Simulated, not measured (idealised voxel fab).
process module | voxel tone inversion
cross-section cut | 145 nm wide | cells 5 nm
A cross-section is a grid of square cells, given in bands from the top down. A band is one or more rows of cells.
Each band's line starts with the height of the band's top and of its bottom, in nm. Then come its materials from left to right, each with its width in nm. One material with "throughout" fills the band from edge to edge. "air" is empty space.
Height 0 is the level under which the wafer as received is all one material. The lowest band goes on downwards, as in "0 down".
A width such as "30 to 40" changes by the same amount from each row of cells to the next, from the band's top row to its bottom row.
"no change" after a step means that no cell of the cross-section changed.
closed voids: empty space of 8 cells or more with no open way to the top, each as width x height at its distance from the left edge, in nm
after a step's settings: what the simulator itself notes on the step
overlay nm, on a step with a mask: how far to the right of its planned place the mask lay; to the left if negative
plan
1 op RECEIVE | material Si
2 op CONFORMAL_DEP | material SiN | thk nm 10
3 op DIRECTIONAL_DEP | material polySi | thk nm 15
4 op PATTERN | tone cover | mask id POSTS | material resist | width nm 15 | pitch nm 30 | thk nm 25 | overlay nm 0
5 op DIRECTIONAL_ETCH | etch materials polySi | depth nm 15
6 op STRIP | etch materials resist
7 op FILL_DEP | material SiO2 | thk nm 10
8 op CMP | height nm 25
9 op STRIP | etch materials polySi
10 op CONFORMAL_DEP | material TiN | thk nm 5
11 op FILL_DEP | material Ru | thk nm 10
12 op CMP | height nm 25
13 op CONFORMAL_DEP | material SiCN | thk nm 5
as received, after step 1
  0 down: Si throughout
  closed voids: none
first wafer at the end, as planned
  30 to 25: SiCN throughout
  25 to 15: SiO2 35 | TiN 5 | Ru 5 | TiN 5 | SiO2 15 | TiN 5 | Ru 5 | TiN 5 | SiO2 15 | TiN 5 | Ru 5 | TiN 5 | SiO2 35
  15 to 10: SiO2 35 | TiN 15 | SiO2 15 | TiN 15 | SiO2 15 | TiN 15 | SiO2 35
  10 to 0: SiN throughout
  0 down: Si throughout
  closed voids: none
second wafer at the end: like start, like plan, one mistake
  45 to 40: SiCN throughout
  40 to 30: Ru throughout
  30 to 25: TiN 40 | Ru 5 | TiN 25 | Ru 5 | TiN 25 | Ru 5 | TiN 40
  25 to 15: SiO2 35 | TiN 5 | Ru 5 | TiN 5 | SiO2 15 | TiN 5 | Ru 5 | TiN 5 | SiO2 15 | TiN 5 | Ru 5 | TiN 5 | SiO2 35
  15 to 10: SiO2 35 | TiN 15 | SiO2 15 | TiN 15 | SiO2 15 | TiN 15 | SiO2 35
  10 to 0: SiN throughout
  0 down: Si throughout
  closed voids: none
what went wrong: step 12 was left out
at the end the second wafer has, in cells: 61 more of Ru | 26 more of TiN
